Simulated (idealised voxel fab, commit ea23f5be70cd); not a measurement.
The following process module bears the name voxel self aligned vias.
For reference, the cross-section in this document is cut, with width 280 nm and square cells of 5 nm.
A cross-section in this document is a grid of square cells, and it is written down as bands, the top band listed before the ones below it; a band is made up of one or more rows of cells. What a band's entry tells you: where the top is and where the bottom is, as heights in nm, and after that what lies inside, material by material from left to right, each with its width in nm. Empty space is written as the word "air", and a single material marked with the word "full width" occupies the band from edge to edge. Note: height 0 marks the level under which the wafer is uniformly one material as received. Lowest band unbounded below, written "z 0 and below". Graded width ("30..40"): value in top row of band = first number; value in bottom row = second number; row-to-row change constant. Given "same as before" for a step, no cell of the cross-section differs between before and after that step. You'll see "Fully enclosed voids" listing empty spaces that have no way open to the top, as long as they're 8 cells or more; the notation is width x height at distance, where the distance is from the left edge, and all of it is in nm. Formally, on a step line, whatever follows the settings is a remark that the simulator itself makes on the step. overlay nm: mask right of planned place by this much (step with mask). Neg. = left. Each pair below shows a cross-section before one step and the cross-section after it, down to the lowest band that changed. The line under each pair gives the step between them, with its settings. The pairs can come from different runs of this module on the same starting wafer, so a pair continues from the pair above only where its "Before the step" says so.

**Before the step**
z 65 to 45  lowk full width
z 45 to 35  lowk 60; SiN 30; lowk 35; SiN 30; lowk 35; SiN 30; lowk 60
z 35 to 20  lowk 60; TiN 5; W 20; TiN 5; lowk 35; TiN 5; W 20; TiN 5; lowk 35; TiN 5; W 20; TiN 5; lowk 60
z 20 to 15  lowk 60; TiN 30; lowk 35; TiN 30; lowk 35; TiN 30; lowk 60
z 15 to 10  SiCN full width
z 10 to 0  SiO2 full width
z 0 and below  Si full width
Fully enclosed voids: none

**Post-Step Snapshot**
z 65 to 45  lowk 60; air 50; lowk 15; air 50; lowk 15; air 50; lowk 40
Rest of section, below 45: as before.
Fully enclosed voids: none
Quick note on the step between the two cross-sections above: MASKED_ETCH,tone open,mask id VIAS,width nm 50,pitch nm 65,etch materials lowk,depth nm 20,overlay nm 10

Before the step: see the after view in the pair directly above.

**Post-Step Snapshot**
z 65 to 45  lowk 60; air 50; lowk 15; air 50; lowk 15; air 50; lowk 40
z 45 to 35  lowk 60; air 30; lowk 35; air 30; lowk 35; air 30; lowk 60
Rest of section, below 35: as before.
Fully enclosed voids: none
Quick note on the step between the two cross-sections above: MASKED_ETCH,tone open,mask id VIAS,width nm 50,pitch nm 65,etch materials SiN,depth nm 10,overlay nm 0

Before the step: see the after view in the pair directly above.

**Post-Step Snapshot**
z 70 to 65  TiN 65; air 40; TiN 25; air 40; TiN 25; air 40; TiN 45
z 65 to 50  lowk 60; TiN 5; air 40; TiN 5; lowk 15; TiN 5; air 40; TiN 5; lowk 15; TiN 5; air 40; TiN 5; lowk 40
z 50 to 40  lowk 60; TiN 5; air 20; TiN 25..5; lowk 15..35; TiN 5; air 20; TiN 25..5; lowk 15..35; TiN 5; air 20; TiN 25..5; lowk 40..60
z 40 to 35  lowk 60; TiN 30; lowk 35; TiN 30; lowk 35; TiN 30; lowk 60
Rest of section, below 35: as before.
Fully enclosed voids: none
Quick note on the step between the two cross-sections above: CONFORMAL_DEP,material TiN,thk nm 5

Before the step: see the after view in the pair directly above.

**Post-Step Snapshot**
z 80 to 70  Ru full width
z 70 to 65  TiN 65; Ru 40; TiN 25; Ru 40; TiN 25; Ru 40; TiN 45
z 65 to 50  lowk 60; TiN 5; Ru 40; TiN 5; lowk 15; TiN 5; Ru 40; TiN 5; lowk 15; TiN 5; Ru 40; TiN 5; lowk 40
z 50 to 40  lowk 60; TiN 5; Ru 20; TiN 25..5; lowk 15..35; TiN 5; Ru 20; TiN 25..5; lowk 15..35; TiN 5; Ru 20; TiN 25..5; lowk 40..60
Rest of section, below 40: as before.
Fully enclosed voids: none
Quick note on the step between the two cross-sections above: FILL_DEP,material Ru,thk nm 10

Before the step: see the after view in the pair directly above.

**Post-Step Snapshot**
z 65 to 50  lowk 60; TiN 5; Ru 40; TiN 5; lowk 15; TiN 5; Ru 40; TiN 5; lowk 15; TiN 5; Ru 40; TiN 5; lowk 40
Rest of section, below 50: as before.
Fully enclosed voids: none
Quick note on the step between the two cross-sections above: CMP,height nm 65

Before the step: see the after view in the pair directly above.

**Post-Step Snapshot**
z 70 to 65  SiN full width
Rest of section, below 65: as before.
Fully enclosed voids: none
Quick note on the step between the two cross-sections above: CONFORMAL_DEP,material SiN,thk nm 5

**Before the step**
z 70 to 65  TiN 55; air 40; TiN 25; air 40; TiN 25; air 40; TiN 55
z 65 to 50  lowk 50; TiN 5; air 40; TiN 5; lowk 15; TiN 5; air 40; TiN 5; lowk 15; TiN 5; air 40; TiN 5; lowk 50
z 50 to 40  lowk 50..60; TiN 15..5; air 20; TiN 15..5; lowk 15..35; TiN 15..5; air 20; TiN 15..5; lowk 15..35; TiN 15..5; air 20; TiN 15..5; lowk 50..60
z 40 to 35  lowk 60; TiN 30; lowk 35; TiN 30; lowk 35; TiN 30; lowk 60
z 35 to 20  lowk 60; TiN 5; W 20; TiN 5; lowk 35; TiN 5; W 20; TiN 5; lowk 35; TiN 5; W 20; TiN 5; lowk 60
z 20 to 15  lowk 60; TiN 30; lowk 35; TiN 30; lowk 35; TiN 30; lowk 60
z 15 to 10  SiCN full width
z 10 to 0  SiO2 full width
z 0 and below  Si full width
Fully enclosed voids: none

**Post-Step Snapshot**
z 80 to 70  aC full width
z 70 to 65  TiN 55; aC 40; TiN 25; aC 40; TiN 25; aC 40; TiN 55
z 65 to 50  lowk 50; TiN 5; aC 40; TiN 5; lowk 15; TiN 5; aC 40; TiN 5; lowk 15; TiN 5; aC 40; TiN 5; lowk 50
z 50 to 40  lowk 50..60; TiN 15..5; aC 20; TiN 15..5; lowk 15..35; TiN 15..5; aC 20; TiN 15..5; lowk 15..35; TiN 15..5; aC 20; TiN 15..5; lowk 50..60
Rest of section, below 40: as before.
Fully enclosed voids: none
Quick note on the step between the two cross-sections above: FILL_DEP,material aC,thk nm 10

Before the step: see the after view in the pair directly above.

**Post-Step Snapshot**
z 65 to 50  lowk 50; TiN 5; aC 40; TiN 5; lowk 15; TiN 5; aC 40; TiN 5; lowk 15; TiN 5; aC 40; TiN 5; lowk 50
Rest of section, below 50: as before.
Fully enclosed voids: none
Quick note on the step between the two cross-sections above: CMP,height nm 65

Before the step: see the after view in the pair directly above.

**Post-Step Snapshot**
z 70 to 65  SiN full width
Rest of section, below 65: as before.
Fully enclosed voids: none
Quick note on the step between the two cross-sections above: CONFORMAL_DEP,material SiN,thk nm 5

**Before the step**
z 65 to 45  lowk full width
z 45 to 35  lowk 60; SiN 30; lowk 35; SiN 30; lowk 35; SiN 30; lowk 60
z 35 to 20  lowk 60; TiN 5; W 20; TiN 5; lowk 35; TiN 5; W 20; TiN 5; lowk 35; TiN 5; W 20; TiN 5; lowk 60
z 20 to 15  lowk 60; TiN 30; lowk 35; TiN 30; lowk 35; TiN 30; lowk 60
z 15 to 10  SiCN full width
z 10 to 0  SiO2 full width
z 0 and below  Si full width
Fully enclosed voids: none

**Post-Step Snapshot**
z 65 to 45  air 50; lowk 50; air 15; lowk 50; air 15; lowk 50; air 50
Rest of section, below 45: as before.
Fully enclosed voids: none
Quick note on the step between the two cross-sections above: MASKED_ETCH,tone cover,mask id VIAS,width nm 50,pitch nm 65,etch materials lowk,depth nm 20,overlay nm 0

Before the step: see the after view in the pair directly above.

**Post-Step Snapshot**
z 70 to 65  air 45; TiN 60; air 5; TiN 60; air 5; TiN 60; air 45
z 65 to 50  air 45; TiN 5; lowk 50; TiN 5; air 5; TiN 5; lowk 50; TiN 5; air 5; TiN 5; lowk 50; TiN 5; air 45
z 50 to 45  TiN 50; lowk 50; TiN 15; lowk 50; TiN 15; lowk 50; TiN 50
Rest of section, below 45: as before.
Fully enclosed voids: none
Quick note on the step between the two cross-sections above: CONFORMAL_DEP,material TiN,thk nm 5

Before the step: see the after view in the pair directly above.

**Post-Step Snapshot**
z 80 to 70  Ru full width
z 70 to 65  Ru 45; TiN 60; Ru 5; TiN 60; Ru 5; TiN 60; Ru 45
z 65 to 50  Ru 45; TiN 5; lowk 50; TiN 5; Ru 5; TiN 5; lowk 50; TiN 5; Ru 5; TiN 5; lowk 50; TiN 5; Ru 45
Rest of section, below 50: as before.
Fully enclosed voids: none
Quick note on the step between the two cross-sections above: FILL_DEP,material Ru,thk nm 10

Before the step: see the after view in the pair directly above.

**Post-Step Snapshot**
z 65 to 50  Ru 45; TiN 5; lowk 50; TiN 5; Ru 5; TiN 5; lowk 50; TiN 5; Ru 5; TiN 5; lowk 50; TiN 5; Ru 45
Rest of section, below 50: as before.
Fully enclosed voids: none
Quick note on the step between the two cross-sections above: CMP,height nm 65

Before the step: see the after view in the pair directly above.

**Post-Step Snapshot**
z 70 to 65  SiN full width
Rest of section, below 65: as before.
Fully enclosed voids: none
Quick note on the step between the two cross-sections above: CONFORMAL_DEP,material SiN,thk nm 5
